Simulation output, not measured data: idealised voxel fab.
The document below concerns the process module designated voxel double patterning.
Each square cell in cross-section cut measures 5 nm, and the section as a whole is 155 nm wide.
A cross-section is written here as square cells arranged in a grid, and it is given in bands from the top down, each band taking up one or more rows of cells.
Band entry format. Leading values: height of top, height of bottom, nm. Remainder: materials in left-to-right order, each with its width in nm. Special words: "everywhere" on a single material, which then fills the band edge to edge; "air", empty space.
Basically, 0 is our baseline, since under it the wafer straight out of the box is all one material. The bottom band has no lower end and keeps on going down, so it looks like "from 0 down".
Width: "30->40" (first number = top row, second number = bottom row, same change from row to row of cells).
Basically "no change" means that step didn't change any cell in the cross-section.
Look at "Enclosed internal cavities" for the closed voids: empty spaces with no open path to the top, sized 8 cells or up. Each is width x height at distance, distance from the left edge, all nm.
On each step's line, the part that comes after the settings is the simulator's own comment on the step.
The "overlay nm" setting may appear on a step's line; for a step that uses a mask, it gives how far to the right of its planned position the mask lay, and a negative value indicates the left.

[These are the steps we planned for the process]
1) RECEIVE, material Si
2) CONFORMAL_DEP, material SiO2, thk nm 5
3) DIRECTIONAL_DEP, material polySi, thk nm 10
4) DIRECTIONAL_DEP, material SiN, thk nm 10
5) MASKED_ETCH, tone open, mask id FIRST, width nm 15, pitch nm 50, etch materials SiN, depth nm 10, overlay nm 0
6) PATTERN, tone open, mask id SECOND, material resist, width nm 15, pitch nm 50, thk nm 15, overlay nm -15
7) DIRECTIONAL_ETCH, etch materials SiN, depth nm 10
8) STRIP, etch materials resist
9) DIRECTIONAL_ETCH, etch materials polySi, depth nm 10
10) STRIP, etch materials SiN
Across this set of wafers, the varied parameter is the overlay nm of step 6. Starting conditions are identical for every wafer, and the plan reports the value assigned to the first wafer.

[As-received cross-section, first of several wafers, post step 1]
	from 0 down = Si everywhere
	Enclosed internal cavities: none

[First wafer of several, cross-section, module end, after step 10 (last)]
	from 15 to 5 = 20 of polySi, 25 of air, 25 of polySi, 25 of air, 25 of polySi, 15 of air, 20 of polySi
	from 5 to 0 = SiO2 everywhere
	from 0 down = Si everywhere
	Enclosed internal cavities: none

[Cross-sectional view of the final wafer of several at the module's end]
	from 15 to 5 = 20 of polySi, 15 of air, 25 of polySi, 25 of air, 25 of polySi, 25 of air, 20 of polySi
	from 5 to 0 = SiO2 everywhere
	from 0 down = Si everywhere
	Enclosed internal cavities: none

[Below, a row for every wafer. Read it as the end-of-module picture: for each material the wafer shows its cells gained (+) or lost (-) since it was received, and then its closed voids]
overlay nm -15 | +31 SiO2 | +36 polySi | Enclosed internal cavities: none
overlay nm -10 | +31 SiO2 | +32 polySi | Enclosed internal cavities: none
overlay nm -5 | +31 SiO2 | +32 polySi | Enclosed internal cavities: none
overlay nm 0 | +31 SiO2 | +32 polySi | Enclosed internal cavities: none
overlay nm 5 | +31 SiO2 | +32 polySi | Enclosed internal cavities: none
overlay nm 10 | +31 SiO2 | +32 polySi | Enclosed internal cavities: none
overlay nm 15 | +31 SiO2 | +36 polySi | Enclosed internal cavities: none
